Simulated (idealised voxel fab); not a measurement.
A process module follows: voxel capacitor over wiring.
The width of the displayed cross-section, cut, is 165 nm; its cells are square, with a size of 5 nm.
Notation: cross-section as square-cell grid; stated in bands, top first, going down; one or more cell rows per band.
Each band's line starts with the height of the band's top and of its bottom, in nm. Then come its materials from left to right, each with its width in nm. One material with "full width" fills the band from edge to edge. "blank" is empty space.
Heights are measured from 0, the level below which the as-received wafer is all one material; the lowest band has no bottom and continues downward, written as in "0..down".
A width given as "30..40" starts at the first number in the band's top row and ends at the second number in its bottom row, shifting by an equal amount at every step from row to row.
You'll sometimes find "nothing different" written for a step, and that's the way of saying that nowhere in the cross-section did a cell change during that step.
Entry "Unvented cavities" = empty spaces >= 8 cells with no open way to the top; each as width x height at distance, distance from left edge, all nm.
Read whatever lies past the settings on a step's line as the simulator's own remark about the step.
Regarding "overlay nm": on a step with a mask, it is the distance the mask lay to the right of its planned place; a negative value places it to the left.

**Process steps (planned)**
- 1: RECEIVE (material Si)
- 2: CONFORMAL_DEP (material SiO2; thk nm 10)
- 3: DIRECTIONAL_DEP (material TiN; thk nm 5)
- 4: DIRECTIONAL_DEP (material W; thk nm 15)
- 5: PATTERN (tone cover; mask id METAL_1; material resist; width nm 30; pitch nm 85; thk nm 15; overlay nm 0)
- 6: DIRECTIONAL_ETCH (etch materials W; depth nm 15)
- 7: DIRECTIONAL_ETCH (etch materials TiN; depth nm 5)
- 8: STRIP (etch materials resist)
- 9: FILL_DEP (material SiO2; thk nm 5)
- 10: CMP (height nm 30)
- 11: CONFORMAL_DEP (material SiCN; thk nm 5)
- 12: DIRECTIONAL_DEP (material SiO2; thk nm 10)
- 13: MASKED_ETCH (tone open; mask id PLUG_1; width nm 15; etch materials SiO2; depth nm 10; overlay nm 0)
- 14: MASKED_ETCH (tone open; mask id PLUG_1; width nm 15; etch materials SiCN; depth nm 5; overlay nm 0)
- 15: EPI (material Ru; thk nm 10)
- 16: EPI (material Ru; thk nm 5)
- 17: DIRECTIONAL_DEP (material TiN; thk nm 5)
- 18: DIRECTIONAL_DEP (material SiN; thk nm 5)
- 19: DIRECTIONAL_DEP (material TiN; thk nm 5)
- 20: MASKED_ETCH (tone cover; mask id UPPER_PLATE; width nm 60; etch materials TiN; depth nm 5; overlay nm 0)
- 21: MASKED_ETCH (tone cover; mask id UPPER_PLATE; width nm 60; etch materials SiN; depth nm 5; overlay nm 0)
- 22: MASKED_ETCH (tone cover; mask id LOWER_PLATE; width nm 70; etch materials TiN; depth nm 5; overlay nm 0)
- 23: FILL_DEP (material SiO2; thk nm 20)
- 24: CMP (height nm 75)
- 25: PATTERN (tone open; mask id PLUG_2; material resist; width nm 15; thk nm 20; overlay nm 0)
- 26: DIRECTIONAL_ETCH (etch materials SiO2; depth nm 15)
- 27: STRIP (etch materials resist)
- 28: CONFORMAL_DEP (material TiN; thk nm 5)
- 29: FILL_DEP (material W; thk nm 5)
- 30: CMP (height nm 75)
- 31: CONFORMAL_DEP (material SiN; thk nm 5)

**As received (post step 1): cross-section**
  0..down  Si full width
  Unvented cavities: none

**The plan above was carried out on the starting structure above with one mistake, and this cross-section shows the wafer at the end of the module**
  80..75  SiN full width
  75..65  SiO2 (50), then TiN (5), then W (5), then TiN (5), then SiO2 (100)
  65..55  SiO2 (50..40), then TiN (15..60), then SiO2 (100..65)
  55..50  SiO2 (40), then SiN (60), then SiO2 (65)
  50..45  SiO2 (35), then TiN (70), then SiO2 (60)
  45..35  SiO2 (50), then Ru (15), then SiO2 (100)
  35..30  SiCN (50), then Ru (5), then SiCN (110)
  30..15  SiO2 (25), then W (30), then SiO2 (55), then W (30), then SiO2 (25)
  15..10  SiO2 (25), then TiN (30), then SiO2 (55), then TiN (30), then SiO2 (25)
  10..0  SiO2 full width
  0..down  Si full width
  Unvented cavities: none
Nonconformance to the process plan: in deviation from the planned setting, step 13 was conducted as MASKED_ETCH (tone open; mask id PLUG_1; width nm 15; etch materials SiO2; depth nm 10; overlay nm 10)
